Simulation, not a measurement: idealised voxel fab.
Documented hereafter: the process module known as voxel lift off.
Cross-sectional view cut (width: 255 nm; square cell size: 5 nm).
In this document a cross-section is written as a grid of square cells. It is given as a series of bands, listed from the top down, and a band is one or more rows of cells. Band: top height; bottom height; in nm. Then, left to right: material with width in nm, for each material. "edge to edge": a single material spanning edge to edge. "empty": empty space. Height datum 0, below which the as-received substrate wafer is one material. Lowest band open at the bottom, running downward: "0..down". Top row gets the first number, bottom row gets the second, and each row in between changes by the same step: that is how a band width like "30..40" works. No cell of the cross-section changed in a step that is given as "nothing different". Entry "Sealed void listing" = empty spaces >= 8 cells with no open way to the top; each as width x height at distance, distance from left edge, all nm. Note: text after step settings on the step line = simulator remark on that step. Each step line may optionally specify "overlay nm", which for a step with a mask gives the rightward distance between the mask's planned place and where it lay, a negative value indicating the leftward direction.

[Steps planned for the process]
1) RECEIVE | material Si
2) CONFORMAL_DEP | material SiO2 | thk nm 15
3) PATTERN | tone open | mask id LINES | material resist | width nm 20 | pitch nm 50 | thk nm 20 | overlay nm 0
4) DIRECTIONAL_DEP | material Ru | thk nm 10
5) STRIP | etch materials resist
6) CONFORMAL_DEP | material SiO2 | thk nm 5

[This is the cross-section of the wafer as we received it, i.e. after step 1]
> 0..down = Si edge to edge
> Sealed void listing: none

[Here's the cross-section of the first of our two wafers at the end of the module - it ran as planned]
> 30..25 = empty=35, then SiO2=30, then empty=20, then SiO2=30, then empty=20, then SiO2=30, then empty=20, then SiO2=30, then empty=40
> 25..20 = empty=35, then SiO2=5, then Ru=20, then SiO2=5, then empty=20, then SiO2=5, then Ru=20, then SiO2=5, then empty=20, then SiO2=5, then Ru=20, then SiO2=5, then empty=20, then SiO2=5, then Ru=20, then SiO2=5, then empty=40
> 20..15 = SiO2=40, then Ru=20, then SiO2=30, then Ru=20, then SiO2=30, then Ru=20, then SiO2=30, then Ru=20, then SiO2=45
> 15..0 = SiO2 edge to edge
> 0..down = Si edge to edge
> Sealed void listing: none

[End of module, second wafer, cross-section. Started like the first, planned like the first, run with one mistake]
> 25..20 = empty=35, then SiO2=30, then empty=20, then SiO2=30, then empty=20, then SiO2=30, then empty=20, then SiO2=30, then empty=40
> 20..15 = SiO2=40, then Ru=20, then SiO2=30, then Ru=20, then SiO2=30, then Ru=20, then SiO2=30, then Ru=20, then SiO2=45
> 15..0 = SiO2 edge to edge
> 0..down = Si edge to edge
> Sealed void listing: none
Nonconformance to the process plan: step 4 ran with different settings than intended, the actual operation and settings being DIRECTIONAL_DEP | material Ru | thk nm 5
at the end the second wafer has, in cells: Ru: 16 fewer, SiO2: 8 fewer
